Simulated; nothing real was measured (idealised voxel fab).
Name of the process module below: voxel quadruple lines
cross-section cut | 275 nm wide | cells 5 nm
If you're reading a cross-section in this doc, picture square cells in a grid; it comes to you as bands, top ones listed first down to the bottom, and a band can be one or more rows of cells. Band: top and bottom heights (nm) first, top before bottom; then materials from left to right, widths in nm. "all across" marks a sole material filling the band edge to edge. "empty" denotes empty space. Height reference: 0 = level under which incoming wafer is all one material. Lowest band: no bottom, runs on downward, e.g. "z 0 and below". Read "30..40" as a graded width: first number on top, second number at the bottom, same change between each pair of neighbouring rows. For the purposes of this document, the phrase "nothing changed" attached to a step denotes that no cell within the cross-section was modified by that step. What "Closed void register" gives you is every empty space of 8 cells or more that is cut off from the top. Each appears as width x height at distance, with the distance taken from the left edge and width, height and distance all in nm. Formally, on a step line, whatever follows the settings is a remark that the simulator itself makes on the step. "overlay nm", when on a step's line for a step with a mask, measures how far to the right of its planned place the mask lay; a negative measure means to the left.
-- Process steps (planned)
1. RECEIVE,material Si
2. CONFORMAL_DEP,material SiO2,thk nm 10
3. DIRECTIONAL_DEP,material Ru,thk nm 10
4. DIRECTIONAL_DEP,material polySi,thk nm 15
5. DIRECTIONAL_DEP,material aC,thk nm 25
6. PATTERN,tone cover,mask id MANDREL,material resist,width nm 25,thk nm 35,overlay nm 0
7. DIRECTIONAL_ETCH,etch materials aC,depth nm 25
8. STRIP,etch materials resist
9. CONFORMAL_DEP,material SiO2,thk nm 15
10. DIRECTIONAL_ETCH,etch materials SiO2,depth nm 15
11. STRIP,etch materials aC
12. DIRECTIONAL_ETCH,etch materials polySi,depth nm 15
13. STRIP,etch materials SiO2
14. CONFORMAL_DEP,material SiCN,thk nm 5
15. DIRECTIONAL_ETCH,etch materials SiCN,depth nm 5
16. STRIP,etch materials polySi
17. DIRECTIONAL_ETCH,etch materials Ru,depth nm 10
18. STRIP,etch materials SiCN
-- The first of two wafers, run as planned
-- So this is the incoming wafer in cross-section - it's already been through step 1
  z 0 and below | Si all across
  Closed void register: none
-- The following cross-section depicts the wafer upon completion of step 2
  z 10 to 0 | SiO2 all across
  Below 0, the layers are the same as they were.
-- The following cross-section depicts the wafer upon completion of step 3
  z 20 to 10 | Ru all across
  Below 10, the layers are the same as they were.
-- The following cross-section depicts the wafer upon completion of step 4
  z 35 to 20 | polySi all across
  Below 20, the layers are the same as they were.
-- The following cross-section depicts the wafer upon completion of step 5
  z 60 to 35 | aC all across
  Below 35, the layers are the same as they were.
-- The following cross-section depicts the wafer upon completion of step 6
  z 95 to 60 | 125 of empty; 25 of resist; 125 of empty
  Below 60, the layers are the same as they were.
-- The following cross-section depicts the wafer upon completion of step 7
  z 70 to 60 | 125 of empty; 25 of resist; 125 of empty
  z 60 to 35 | 125 of empty; 25 of aC; 125 of empty
  Below 35, the layers are the same as they were.
-- The following cross-section depicts the wafer upon completion of step 8
  z 60 to 35 | 125 of empty; 25 of aC; 125 of empty
  Below 35, the layers are the same as they were.
-- The following cross-section depicts the wafer upon completion of step 9
  z 75 to 60 | 110 of empty; 55 of SiO2; 110 of empty
  z 60 to 50 | 110 of empty; 15 of SiO2; 25 of aC; 15 of SiO2; 110 of empty
  z 50 to 35 | 125 of SiO2; 25 of aC; 125 of SiO2
  Below 35, the layers are the same as they were.
-- The following cross-section depicts the wafer upon completion of step 10
  z 60 to 35 | 110 of empty; 15 of SiO2; 25 of aC; 15 of SiO2; 110 of empty
  Below 35, the layers are the same as they were.
-- The following cross-section depicts the wafer upon completion of step 11
  z 60 to 35 | 110 of empty; 15 of SiO2; 25 of empty; 15 of SiO2; 110 of empty
  Below 35, the layers are the same as they were.
-- The following cross-section depicts the wafer upon completion of step 12
  z 60 to 35 | 110 of empty; 15 of SiO2; 25 of empty; 15 of SiO2; 110 of empty
  z 35 to 20 | 110 of empty; 15 of polySi; 25 of empty; 15 of polySi; 110 of empty
  Below 20, the layers are the same as they were.
-- The following cross-section depicts the wafer upon completion of step 13
  z 35 to 20 | 110 of empty; 15 of polySi; 25 of empty; 15 of polySi; 110 of empty
  Below 20, the layers are the same as they were.
-- The following cross-section depicts the wafer upon completion of step 14
  z 40 to 35 | 105 of empty; 25 of SiCN; 15 of empty; 25 of SiCN; 105 of empty
  z 35 to 25 | 105 of empty; 5 of SiCN; 15 of polySi; 5 of SiCN; 15 of empty; 5 of SiCN; 15 of polySi; 5 of SiCN; 105 of empty
  z 25 to 20 | 110 of SiCN; 15 of polySi; 25 of SiCN; 15 of polySi; 110 of SiCN
  Below 20, the layers are the same as they were.
-- The following cross-section depicts the wafer upon completion of step 15
  z 35 to 20 | 105 of empty; 5 of SiCN; 15 of polySi; 5 of SiCN; 15 of empty; 5 of SiCN; 15 of polySi; 5 of SiCN; 105 of empty
  Below 20, the layers are the same as they were.
-- The following cross-section depicts the wafer upon completion of step 16
  z 35 to 20 | 105 of empty; 5 of SiCN; 15 of empty; 5 of SiCN; 15 of empty; 5 of SiCN; 15 of empty; 5 of SiCN; 105 of empty
  Below 20, the layers are the same as they were.
-- The following cross-section depicts the wafer upon completion of step 17
  z 35 to 20 | 105 of empty; 5 of SiCN; 15 of empty; 5 of SiCN; 15 of empty; 5 of SiCN; 15 of empty; 5 of SiCN; 105 of empty
  z 20 to 10 | 105 of empty; 5 of Ru; 15 of empty; 5 of Ru; 15 of empty; 5 of Ru; 15 of empty; 5 of Ru; 105 of empty
  Below 10, the layers are the same as they were.
-- The following cross-section depicts the wafer upon completion of step 18
  z 20 to 10 | 105 of empty; 5 of Ru; 15 of empty; 5 of Ru; 15 of empty; 5 of Ru; 15 of empty; 5 of Ru; 105 of empty
  Below 10, the layers are the same as they were.
-- For the second wafer, take the first wafer's start and plan, then add one mistake made in running it; everything through step 1, that step included, is shared with the first
Second wafer shown in cross-section at the time step 2 was slated to end: nothing changed
-- Second wafer shown in cross-section at the time step 3 was slated to end
  z 10 to 0 | Ru all across
  Below 0, the layers are the same as they were.
-- Second wafer shown in cross-section at the time step 4 was slated to end
  z 25 to 10 | polySi all across
  Below 10, the layers are the same as they were.
-- Second wafer shown in cross-section at the time step 5 was slated to end
  z 50 to 25 | aC all across
  Below 25, the layers are the same as they were.
-- Second wafer shown in cross-section at the time step 6 was slated to end
  z 85 to 50 | 125 of empty; 25 of resist; 125 of empty
  Below 50, the layers are the same as they were.
-- Second wafer shown in cross-section at the time step 7 was slated to end
  z 60 to 50 | 125 of empty; 25 of resist; 125 of empty
  z 50 to 25 | 125 of empty; 25 of aC; 125 of empty
  Below 25, the layers are the same as they were.
-- Second wafer shown in cross-section at the time step 8 was slated to end
  z 50 to 25 | 125 of empty; 25 of aC; 125 of empty
  Below 25, the layers are the same as they were.
-- Second wafer shown in cross-section at the time step 9 was slated to end
  z 65 to 50 | 110 of empty; 55 of SiO2; 110 of empty
  z 50 to 40 | 110 of empty; 15 of SiO2; 25 of aC; 15 of SiO2; 110 of empty
  z 40 to 25 | 125 of SiO2; 25 of aC; 125 of SiO2
  Below 25, the layers are the same as they were.
-- Second wafer shown in cross-section at the time step 10 was slated to end
  z 50 to 25 | 110 of empty; 15 of SiO2; 25 of aC; 15 of SiO2; 110 of empty
  Below 25, the layers are the same as they were.
-- Second wafer shown in cross-section at the time step 11 was slated to end
  z 50 to 25 | 110 of empty; 15 of SiO2; 25 of empty; 15 of SiO2; 110 of empty
  Below 25, the layers are the same as they were.
-- Second wafer shown in cross-section at the time step 12 was slated to end
  z 50 to 25 | 110 of empty; 15 of SiO2; 25 of empty; 15 of SiO2; 110 of empty
  z 25 to 10 | 110 of empty; 15 of polySi; 25 of empty; 15 of polySi; 110 of empty
  Below 10, the layers are the same as they were.
-- Second wafer shown in cross-section at the time step 13 was slated to end
  z 25 to 10 | 110 of empty; 15 of polySi; 25 of empty; 15 of polySi; 110 of empty
  Below 10, the layers are the same as they were.
-- Second wafer shown in cross-section at the time step 14 was slated to end
  z 30 to 25 | 105 of empty; 25 of SiCN; 15 of empty; 25 of SiCN; 105 of empty
  z 25 to 15 | 105 of empty; 5 of SiCN; 15 of polySi; 5 of SiCN; 15 of empty; 5 of SiCN; 15 of polySi; 5 of SiCN; 105 of empty
  z 15 to 10 | 110 of SiCN; 15 of polySi; 25 of SiCN; 15 of polySi; 110 of SiCN
  Below 10, the layers are the same as they were.
-- Second wafer shown in cross-section at the time step 15 was slated to end
  z 25 to 10 | 105 of empty; 5 of SiCN; 15 of polySi; 5 of SiCN; 15 of empty; 5 of SiCN; 15 of polySi; 5 of SiCN; 105 of empty
  Below 10, the layers are the same as they were.
-- Second wafer shown in cross-section at the time step 16 was slated to end
  z 25 to 10 | 105 of empty; 5 of SiCN; 15 of empty; 5 of SiCN; 15 of empty; 5 of SiCN; 15 of empty; 5 of SiCN; 105 of empty
  Below 10, the layers are the same as they were.
-- Second wafer shown in cross-section at the time step 17 was slated to end
  z 25 to 10 | 105 of empty; 5 of SiCN; 15 of empty; 5 of SiCN; 15 of empty; 5 of SiCN; 15 of empty; 5 of SiCN; 105 of empty
  z 10 to 0 | 105 of empty; 5 of Ru; 15 of empty; 5 of Ru; 15 of empty; 5 of Ru; 15 of empty; 5 of Ru; 105 of empty
  Below 0, the layers are the same as they were.
-- Second wafer shown in cross-section at the time step 18 was slated to end
  z 10 to 0 | 105 of empty; 5 of Ru; 15 of empty; 5 of Ru; 15 of empty; 5 of Ru; 15 of empty; 5 of Ru; 105 of empty
  Below 0, the layers are the same as they were.
What broke from the plan during processing? plan step 2 skipped
Cell-count delta at end, second wafer over first, by material: -110 SiO2
